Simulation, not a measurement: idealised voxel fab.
process module | voxel capacitor over wiring
cross-section cut | 270 nm wide | cells 5 nm
A cross-section is a grid of square cells, given in bands from the top down. A band is one or more rows of cells.
Each band's line starts with the height of the band's top and of its bottom, in nm. Then come its materials from left to right, each with its width in nm. One material with "throughout" fills the band from edge to edge. "air" is empty space.
Height 0 is the level under which the wafer as received is all one material. The lowest band goes on downwards, as in "0 down".
A width such as "30 to 40" changes by the same amount from each row of cells to the next, from the band's top row to its bottom row.
"no change" after a step means that no cell of the cross-section changed.
closed voids: empty space of 8 cells or more with no open way to the top, each as width x height at its distance from the left edge, in nm
after a step's settings: what the simulator itself notes on the step
overlay nm, on a step with a mask: how far to the right of its planned place the mask lay; to the left if negative
plan
1 op RECEIVE | material Si
2 op CONFORMAL_DEP | material SiO2 | thk nm 15
3 op DIRECTIONAL_DEP | material TiN | thk nm 5
4 op DIRECTIONAL_DEP | material Ru | thk nm 25
5 op DIRECTIONAL_DEP | material aC | thk nm 15
6 op PATTERN | tone cover | mask id METAL_1 | material resist | width nm 20 | pitch nm 85 | thk nm 35 | overlay nm 0
7 op DIRECTIONAL_ETCH | etch materials aC | depth nm 15
8 op STRIP | etch materials resist
9 op DIRECTIONAL_ETCH | etch materials Ru | depth nm 25
10 op DIRECTIONAL_ETCH | etch materials TiN | depth nm 5
11 op STRIP | etch materials aC
12 op CONFORMAL_DEP | material SiCN | thk nm 5
13 op FILL_DEP | material lowk | thk nm 5
14 op CMP | height nm 45
15 op CONFORMAL_DEP | material SiCN | thk nm 5
16 op DIRECTIONAL_DEP | material SiO2 | thk nm 15
17 op DIRECTIONAL_DEP | material aC | thk nm 10
18 op PATTERN | tone open | mask id PLUG_1 | material resist | width nm 15 | thk nm 25 | overlay nm 0
19 op DIRECTIONAL_ETCH | etch materials aC | depth nm 10
20 op STRIP | etch materials resist
21 op DIRECTIONAL_ETCH | etch materials SiO2 | depth nm 15
22 op DIRECTIONAL_ETCH | etch materials SiCN | depth nm 5
23 op STRIP | etch materials aC
24 op CONFORMAL_DEP | material TiN | thk nm 5
25 op FILL_DEP | material Ru | thk nm 10
26 op CMP | height nm 65
27 op DIRECTIONAL_DEP | material TiN | thk nm 5
28 op DIRECTIONAL_DEP | material SiN | thk nm 5
29 op DIRECTIONAL_DEP | material TiN | thk nm 5
30 op MASKED_ETCH | tone cover | mask id UPPER_PLATE | width nm 70 | etch materials TiN | depth nm 5 | overlay nm 0
31 op MASKED_ETCH | tone cover | mask id UPPER_PLATE | width nm 70 | etch materials SiN | depth nm 5 | overlay nm 0
32 op PATTERN | tone cover | mask id LOWER_PLATE | material resist | width nm 80 | thk nm 15 | overlay nm 0
33 op DIRECTIONAL_ETCH | etch materials TiN | depth nm 5
34 op STRIP | etch materials resist
35 op FILL_DEP | material SiO2 | thk nm 20
36 op CMP | height nm 95
37 op MASKED_ETCH | tone open | mask id PLUG_2 | width nm 15 | etch materials SiO2 | depth nm 15 | overlay nm 0
38 op CONFORMAL_DEP | material TiN | thk nm 5
39 op FILL_DEP | material Ru | thk nm 5
40 op CMP | height nm 95
41 op CONFORMAL_DEP | material SiN | thk nm 5
as received, after step 1
  0 down: Si throughout
  closed voids: none
a wafer at the end: this start, this plan, one mistake
  100 to 95: SiN throughout
  95 to 85: SiO2 95 | aC 5 | Ru 5 | aC 5 | SiO2 160
  85 to 80: SiO2 95 | aC 15 | SiO2 160
  80 to 75: SiO2 85 | TiN 70 | SiO2 115
  75 to 70: SiO2 85 | SiN 70 | SiO2 115
  70 to 65: SiO2 80 | TiN 80 | SiO2 110
  65 to 50: SiO2 85 | TiN 5 | Ru 5 | TiN 5 | SiO2 170
  50 to 45: SiCN 85 | TiN 15 | SiCN 170
  45 to 20: lowk 75 | SiCN 5 | Ru 20 | SiCN 5 | lowk 55 | SiCN 5 | Ru 20 | SiCN 5 | lowk 80
  20 to 15: SiCN 80 | TiN 20 | SiCN 65 | TiN 20 | SiCN 85
  15 to 0: SiO2 throughout
  0 down: Si throughout
  closed voids: none
what went wrong: step 38 ran as: op CONFORMAL_DEP | material aC | thk nm 5
